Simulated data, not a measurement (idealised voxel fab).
This section sets out a process module, namely voxel capacitor over wiring.
The figure presents cross-section cut, which has a width of 295 nm and is divided into square cells with an edge length of 5 nm.
When this document writes out a cross-section, it uses a grid of square cells and lists it as bands, beginning at the top and moving down, with a band standing for one or more rows of cells.
A band entry consists of two parts. The first gives the height of the band's top and the height of its bottom, in nm. The rest lists the band's materials from left to right, each with its width in nm. A single material labelled with the word "everywhere" fills the band from edge to edge, and the word "blank" marks empty space.
All heights in this document are referenced to 0, defined as the level beneath which the wafer, as received, consists entirely of one material. The lowest band is not bounded below; it extends indefinitely downward and is written in the form "z 0 and below".
A width such as "30..40" changes by the same amount from each row of cells to the next, from the band's top row to its bottom row.
"remained unchanged" -> step changed no cross-section cell.
Entry "Fully sealed voids" = empty spaces >= 8 cells with no open way to the top; each as width x height at distance, distance from left edge, all nm.
Anything after a step's settings on that line? It's the simulator's own note about the step.
For masked steps, "overlay nm" on the step line gives how far right of plan the mask actually lay; a minus sign means it lay to the left.
Here's what the planned process steps look like:
1: RECEIVE with material Si
2: CONFORMAL_DEP with material SiO2, thk nm 10
3: DIRECTIONAL_DEP with material TiN, thk nm 5
4: DIRECTIONAL_DEP with material W, thk nm 25
5: MASKED_ETCH with tone cover, mask id METAL_1, width nm 20, pitch nm 80, etch materials W, depth nm 25, overlay nm 0
6: MASKED_ETCH with tone cover, mask id METAL_1, width nm 20, pitch nm 80, etch materials TiN, depth nm 5, overlay nm 0
7: FILL_DEP with material SiO2, thk nm 5
8: CMP with height nm 40
9: CONFORMAL_DEP with material SiCN, thk nm 5
10: DIRECTIONAL_DEP with material SiO2, thk nm 15
11: DIRECTIONAL_DEP with material aC, thk nm 10
12: PATTERN with tone open, mask id PLUG_1, material resist, width nm 15, thk nm 25, overlay nm 0
13: DIRECTIONAL_ETCH with etch materials aC, depth nm 10
14: STRIP with etch materials resist
15: DIRECTIONAL_ETCH with etch materials SiO2, depth nm 15
16: DIRECTIONAL_ETCH with etch materials SiCN, depth nm 5
17: STRIP with etch materials aC
18: EPI with material Ru, thk nm 10
19: EPI with material Ru, thk nm 10
20: DIRECTIONAL_DEP with material TiN, thk nm 5
21: DIRECTIONAL_DEP with material Al2O3, thk nm 5
22: DIRECTIONAL_DEP with material TiN, thk nm 10
23: MASKED_ETCH with tone cover, mask id UPPER_PLATE, width nm 65, etch materials TiN, depth nm 10, overlay nm 0
24: MASKED_ETCH with tone cover, mask id UPPER_PLATE, width nm 65, etch materials Al2O3, depth nm 5, overlay nm 0
25: PATTERN with tone cover, mask id LOWER_PLATE, material resist, width nm 75, thk nm 15, overlay nm 0
26: DIRECTIONAL_ETCH with etch materials TiN, depth nm 5
27: STRIP with etch materials resist
28: FILL_DEP with material SiO2, thk nm 20
29: CMP with height nm 95
30: DIRECTIONAL_DEP with material aC, thk nm 15
31: PATTERN with tone open, mask id PLUG_2, material resist, width nm 15, thk nm 30, overlay nm 0
32: DIRECTIONAL_ETCH with etch materials aC, depth nm 15
33: STRIP with etch materials resist
34: DIRECTIONAL_ETCH with etch materials SiO2, depth nm 15
35: STRIP with etch materials aC
36: CONFORMAL_DEP with material TiN, thk nm 5
37: FILL_DEP with material Ru, thk nm 5
38: CMP with height nm 95
39: CONFORMAL_DEP with material SiCN, thk nm 5
Run as planned: first of two wafers:
Cross-section of the wafer at receipt, which is the condition after step 1:
> z 0 and below  Si everywhere
> Fully sealed voids: none
Cross-section: wafer state after step 2:
> z 10 to 0  SiO2 everywhere
> Everything under 0 stays put, no change at all.
Cross-section: wafer state after step 3:
> z 15 to 10  TiN everywhere
> Everything under 10 stays put, no change at all.
Cross-section: wafer state after step 4:
> z 40 to 15  W everywhere
> Everything under 15 stays put, no change at all.
Cross-section: wafer state after step 5:
> z 40 to 15  blank=95  W=20  blank=60  W=20  blank=100
> Everything under 15 stays put, no change at all.
Cross-section: wafer state after step 6:
> z 40 to 15  blank=95  W=20  blank=60  W=20  blank=100
> z 15 to 10  blank=95  TiN=20  blank=60  TiN=20  blank=100
> Everything under 10 stays put, no change at all.
Cross-section: wafer state after step 7:
> z 45 to 40  SiO2 everywhere
> z 40 to 15  SiO2=95  W=20  SiO2=60  W=20  SiO2=100
> z 15 to 10  SiO2=95  TiN=20  SiO2=60  TiN=20  SiO2=100
> Everything under 10 stays put, no change at all.
Cross-section: wafer state after step 8:
> z 40 to 15  SiO2=95  W=20  SiO2=60  W=20  SiO2=100
> Everything under 15 stays put, no change at all.
Cross-section: wafer state after step 9:
> z 45 to 40  SiCN everywhere
> Everything under 40 stays put, no change at all.
Cross-section: wafer state after step 10:
> z 60 to 45  SiO2 everywhere
> Everything under 45 stays put, no change at all.
Cross-section: wafer state after step 11:
> z 70 to 60  aC everywhere
> Everything under 60 stays put, no change at all.
Cross-section: wafer state after step 12:
> z 95 to 70  resist=100  blank=15  resist=180
> Everything under 70 stays put, no change at all.
Cross-section: wafer state after step 13:
> z 85 to 70  resist=100  blank=15  resist=180
> z 70 to 60  aC=100  blank=15  aC=180
> Everything under 60 stays put, no change at all.
Cross-section: wafer state after step 14:
> z 70 to 60  aC=100  blank=15  aC=180
> Everything under 60 stays put, no change at all.
Cross-section: wafer state after step 15:
> z 70 to 60  aC=100  blank=15  aC=180
> z 60 to 45  SiO2=100  blank=15  SiO2=180
> Everything under 45 stays put, no change at all.
Cross-section: wafer state after step 16:
> z 70 to 60  aC=100  blank=15  aC=180
> z 60 to 45  SiO2=100  blank=15  SiO2=180
> z 45 to 40  SiCN=100  blank=15  SiCN=180
> Everything under 40 stays put, no change at all.
Cross-section: wafer state after step 17:
> z 60 to 45  SiO2=100  blank=15  SiO2=180
> Everything under 45 stays put, no change at all.
Cross-section: wafer state after step 18:
> z 60 to 50  SiO2=100  blank=15  SiO2=180
> z 50 to 45  SiO2=100  Ru=15  SiO2=180
> z 45 to 40  SiCN=100  Ru=15  SiCN=180
> Everything under 40 stays put, no change at all.
Cross-section: wafer state after step 19:
> z 60 to 45  SiO2=100  Ru=15  SiO2=180
> Everything under 45 stays put, no change at all.
Cross-section: wafer state after step 20:
> z 65 to 60  TiN everywhere
> Everything under 60 stays put, no change at all.
Cross-section: wafer state after step 21:
> z 70 to 65  Al2O3 everywhere
> Everything under 65 stays put, no change at all.
Cross-section: wafer state after step 22:
> z 80 to 70  TiN everywhere
> Everything under 70 stays put, no change at all.
Cross-section: wafer state after step 23:
> z 80 to 70  blank=100  TiN=65  blank=130
> Everything under 70 stays put, no change at all.
Cross-section: wafer state after step 24:
> z 80 to 70  blank=100  TiN=65  blank=130
> z 70 to 65  blank=100  Al2O3=65  blank=130
> Everything under 65 stays put, no change at all.
Cross-section: wafer state after step 25:
> z 95 to 80  blank=95  resist=75  blank=125
> z 80 to 70  blank=95  resist=5  TiN=65  resist=5  blank=125
> z 70 to 65  blank=95  resist=5  Al2O3=65  resist=5  blank=125
> Everything under 65 stays put, no change at all.
Cross-section: wafer state after step 26:
> z 95 to 80  blank=95  resist=75  blank=125
> z 80 to 70  blank=95  resist=5  TiN=65  resist=5  blank=125
> z 70 to 65  blank=95  resist=5  Al2O3=65  resist=5  blank=125
> z 65 to 60  blank=95  TiN=75  blank=125
> Everything under 60 stays put, no change at all.
Cross-section: wafer state after step 27:
> z 80 to 70  blank=100  TiN=65  blank=130
> z 70 to 65  blank=100  Al2O3=65  blank=130
> Everything under 65 stays put, no change at all.
Cross-section: wafer state after step 28:
> z 100 to 80  SiO2 everywhere
> z 80 to 70  SiO2=100  TiN=65  SiO2=130
> z 70 to 65  SiO2=100  Al2O3=65  SiO2=130
> z 65 to 60  SiO2=95  TiN=75  SiO2=125
> Everything under 60 stays put, no change at all.
Cross-section: wafer state after step 29:
> z 95 to 80  SiO2 everywhere
> Everything under 80 stays put, no change at all.
Cross-section: wafer state after step 30:
> z 110 to 95  aC everywhere
> Everything under 95 stays put, no change at all.
Cross-section: wafer state after step 31:
> z 140 to 110  resist=110  blank=15  resist=170
> Everything under 110 stays put, no change at all.
Cross-section: wafer state after step 32:
> z 125 to 110  resist=110  blank=15  resist=170
> z 110 to 95  aC=110  blank=15  aC=170
> Everything under 95 stays put, no change at all.
Cross-section: wafer state after step 33:
> z 110 to 95  aC=110  blank=15  aC=170
> Everything under 95 stays put, no change at all.
Cross-section: wafer state after step 34:
> z 110 to 95  aC=110  blank=15  aC=170
> z 95 to 80  SiO2=110  blank=15  SiO2=170
> Everything under 80 stays put, no change at all.
Cross-section: wafer state after step 35:
> z 95 to 80  SiO2=110  blank=15  SiO2=170
> Everything under 80 stays put, no change at all.
Cross-section: wafer state after step 36:
> z 100 to 95  TiN=115  blank=5  TiN=175
> z 95 to 85  SiO2=110  TiN=5  blank=5  TiN=5  SiO2=170
> z 85 to 80  SiO2=110  TiN=15  SiO2=170
> Everything under 80 stays put, no change at all.
Cross-section: wafer state after step 37:
> z 105 to 100  Ru everywhere
> z 100 to 95  TiN=115  Ru=5  TiN=175
> z 95 to 85  SiO2=110  TiN=5  Ru=5  TiN=5  SiO2=170
> Everything under 85 stays put, no change at all.
Cross-section: wafer state after step 38:
> z 95 to 85  SiO2=110  TiN=5  Ru=5  TiN=5  SiO2=170
> Everything under 85 stays put, no change at all.
Cross-section: wafer state after step 39:
> z 100 to 95  SiCN everywhere
> Everything under 95 stays put, no change at all.
Wafer two of the pair: same origin, same plan, one error during the run; identical to wafer one up to and including step 37:
Cross-section of the second wafer corresponding to the planned conclusion of step 38:
> z 100 to 95  TiN=115  Ru=5  TiN=175
> Everything under 95 stays put, no change at all.
Cross-section of the second wafer corresponding to the planned conclusion of step 39:
> z 105 to 100  SiCN everywhere
> Everything under 100 stays put, no change at all.
Against the plan, the run slipped here: so step 38 ended up running with a different setting than we planned, it ran as CMP with height nm 100
Final difference in cells, second wafer against first, listed per material as more or fewer: 1 more of Ru; 58 more of TiN
